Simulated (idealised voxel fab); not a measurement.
Process module in this document: voxel fin reveal
For reference, the cross-section in this document is cut, with width 285 nm and square cells of 5 nm.
Notation: cross-section as square-cell grid; stated in bands, top first, going down; one or more cell rows per band. In this notation a band is specified by the heights of its top and bottom, in that order and in nm, after which its materials appear from left to right, each paired with its width in nm. The word "throughout" attached to a single material means that material fills the band from edge to edge; the word "air" stands for empty space. The level at which height equals 0 is the one under which the wafer, as it arrives, is entirely one material. No lower edge exists for the bottom band, which continues downward and is notated as in "0 -> down". Graded width ("30 to 40"): value in top row of band = first number; value in bottom row = second number; row-to-row change constant. Basically "remains unaltered" means that step didn't change any cell in the cross-section. "Sealed-off cavities": empty spaces of 8 cells or more with no open way to the top, each given as width x height at distance, distance from the left edge, all in nm. On a step's line, text after the settings is the simulator commenting on that step. overlay nm: how far to the right of its planned place the mask lay on this masked step (negative: to the left).

The steps planned for the process are as follows
- 1: RECEIVE (material Si)
- 2: CONFORMAL_DEP (material SiN; thk nm 10)
- 3: MASKED_ETCH (tone cover; mask id FINS; width nm 15; pitch nm 40; etch materials SiN; depth nm 10; overlay nm 0)
- 4: MASKED_ETCH (tone cover; mask id FINS; width nm 15; pitch nm 40; etch materials Si; depth nm 35; overlay nm 0)
- 5: FILL_DEP (material SiO2; thk nm 10)
- 6: CMP (height nm 10)
- 7: SELECTIVE_ETCH (etch materials SiO2; depth nm 20)
- 8: STRIP (etch materials SiN)
- 9: CONFORMAL_DEP (material SiO2; thk nm 5)

First of two wafers, processed according to plan

Incoming wafer in cross-section (state: after step 1)
* 0 -> down  Si throughout
* Sealed-off cavities: none

Cross-sectional representation of the wafer at the conclusion of step 2
* 10 -> 0  SiN throughout
* All layers under 0 are left as they were.

Cross-sectional representation of the wafer at the conclusion of step 3
* 10 -> 0  95 of air, then 15 of SiN, then 25 of air, then 15 of SiN, then 25 of air, then 15 of SiN, then 95 of air
* All layers under 0 are left as they were.

Cross-sectional representation of the wafer at the conclusion of step 4
* 10 -> 0  95 of air, then 15 of SiN, then 25 of air, then 15 of SiN, then 25 of air, then 15 of SiN, then 95 of air
* 0 -> -35  95 of air, then 15 of Si, then 25 of air, then 15 of Si, then 25 of air, then 15 of Si, then 95 of air
* All layers under -35 are left as they were.

Cross-sectional representation of the wafer at the conclusion of step 5
* 20 -> 10  SiO2 throughout
* 10 -> 0  95 of SiO2, then 15 of SiN, then 25 of SiO2, then 15 of SiN, then 25 of SiO2, then 15 of SiN, then 95 of SiO2
* 0 -> -35  95 of SiO2, then 15 of Si, then 25 of SiO2, then 15 of Si, then 25 of SiO2, then 15 of Si, then 95 of SiO2
* All layers under -35 are left as they were.

Cross-sectional representation of the wafer at the conclusion of step 6
* 10 -> 0  95 of SiO2, then 15 of SiN, then 25 of SiO2, then 15 of SiN, then 25 of SiO2, then 15 of SiN, then 95 of SiO2
* All layers under 0 are left as they were.

Cross-sectional representation of the wafer at the conclusion of step 7
* 10 -> 0  95 of air, then 15 of SiN, then 25 of air, then 15 of SiN, then 25 of air, then 15 of SiN, then 95 of air
* 0 -> -10  95 of air, then 15 of Si, then 25 of air, then 15 of Si, then 25 of air, then 15 of Si, then 95 of air
* All layers under -10 are left as they were.

Cross-sectional representation of the wafer at the conclusion of step 8
* 0 -> -10  95 of air, then 15 of Si, then 25 of air, then 15 of Si, then 25 of air, then 15 of Si, then 95 of air
* All layers under -10 are left as they were.

Cross-sectional representation of the wafer at the conclusion of step 9
* 5 -> 0  90 of air, then 25 of SiO2, then 15 of air, then 25 of SiO2, then 15 of air, then 25 of SiO2, then 90 of air
* 0 -> -5  90 of air, then 5 of SiO2, then 15 of Si, then 5 of SiO2, then 15 of air, then 5 of SiO2, then 15 of Si, then 5 of SiO2, then 15 of air, then 5 of SiO2, then 15 of Si, then 5 of SiO2, then 90 of air
* -5 -> -35  95 of SiO2, then 15 of Si, then 25 of SiO2, then 15 of Si, then 25 of SiO2, then 15 of Si, then 95 of SiO2
* All layers under -35 are left as they were.

It is to be noted that the second wafer proceeded from the same initial state and according to the same plan as the first, although one mistake was committed in its execution; through step 8, inclusive, the two wafers share an identical history

when step 9 should have ended: remains unaltered
Against the plan, the run slipped here: step 9 from the plan never happened, it was just skipped
Bottom line after processing is that, in cells, the second wafer is up or down on some materials versus the first: 69 fewer of SiO2
